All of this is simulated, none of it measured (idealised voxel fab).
Process module name: voxel self aligned contacts
240 nm wide, 5 nm square cells: that's cross-section cut.
In this document a cross-section is written as a grid of square cells. It is given as a series of bands, listed from the top down, and a band is one or more rows of cells.
Per band: top height and bottom height in nm, followed by the left-to-right materials and their widths in nm; "full width" marks a single material spanning edge to edge, "empty" marks empty space.
All heights in this document are referenced to 0, defined as the level beneath which the wafer, as received, consists entirely of one material. The lowest band is not bounded below; it extends indefinitely downward and is written in the form "0 -> down".
Think of "30->40" as a width that walks from the first number to the second as you go down the band, top row to bottom row, taking equal-sized steps from row to row.
Key: "remained the same" - step with no changed cell in the cross-section.
"Cavities, sealed" means: voids of 8 cells or more that are shut off from the top with no open way through. Written width x height at distance, distance from the left edge, in nm.
It should be noted that, on the line of a given step, the content following the step's settings is a remark produced by the simulator itself with respect to that step.
The optional step-line setting "overlay nm" applies to steps with a mask and quantifies how far to the right of its planned location the mask lay, a negative value indicating leftward placement.

Here's what the planned process steps look like:
1) RECEIVE with material Si
2) OXIDIZE with depth nm 5
3) DIRECTIONAL_DEP with material polySi, thk nm 20
4) DIRECTIONAL_DEP with material SiN, thk nm 20
5) PATTERN with tone cover, mask id GATE, material resist, width nm 35, pitch nm 75, thk nm 20, overlay nm 0
6) DIRECTIONAL_ETCH with etch materials SiN, depth nm 20
7) DIRECTIONAL_ETCH with etch materials polySi, depth nm 20
8) STRIP with etch materials resist
9) CONFORMAL_DEP with material SiN, thk nm 10
10) DIRECTIONAL_ETCH with etch materials SiN, depth nm 10
11) FILL_DEP with material SiO2, thk nm 15
12) CMP with height nm 45
13) MASKED_ETCH with tone open, mask id CONTACT, width nm 50, pitch nm 75, etch materials SiO2, depth nm 50, overlay nm 0
14) CONFORMAL_DEP with material TiN, thk nm 5
15) FILL_DEP with material W, thk nm 5
16) CMP with height nm 45
17) CONFORMAL_DEP with material SiN, thk nm 5

Delivered wafer in cross-section: state after step 1:
  0 -> down: Si full width
  Cavities, sealed: none

The plan above was carried out on the starting structure above with one mistake, and this cross-section shows the wafer at the end of the module:
  50 -> 45: SiN full width
  45 -> 40: SiO2 (60)  TiN (15)  W (10)  TiN (25)  SiO2 (25)  TiN (15)  W (10)  TiN (25)  SiO2 (55)
  40 -> 20: SiO2 (15)  SiN (55)  TiN (5)  W (10)  TiN (5)  SiN (55)  TiN (5)  W (10)  TiN (5)  SiN (55)  SiO2 (20)
  20 -> 0: SiO2 (15)  SiN (10)  polySi (35)  SiN (10)  TiN (5)  W (10)  TiN (5)  SiN (10)  polySi (35)  SiN (10)  TiN (5)  W (10)  TiN (5)  SiN (10)  polySi (35)  SiN (10)  SiO2 (20)
  0 -> -5: SiO2 (70)  TiN (20)  SiO2 (55)  TiN (20)  SiO2 (75)
  -5 -> down: Si full width
  Cavities, sealed: none
It is concluded that the wafer was processed incorrectly with respect to the plan, in that step 13 ran with different settings than intended, the actual operation and settings being MASKED_ETCH with tone open, mask id CONTACT, width nm 50, pitch nm 75, etch materials SiO2, depth nm 50, overlay nm 5
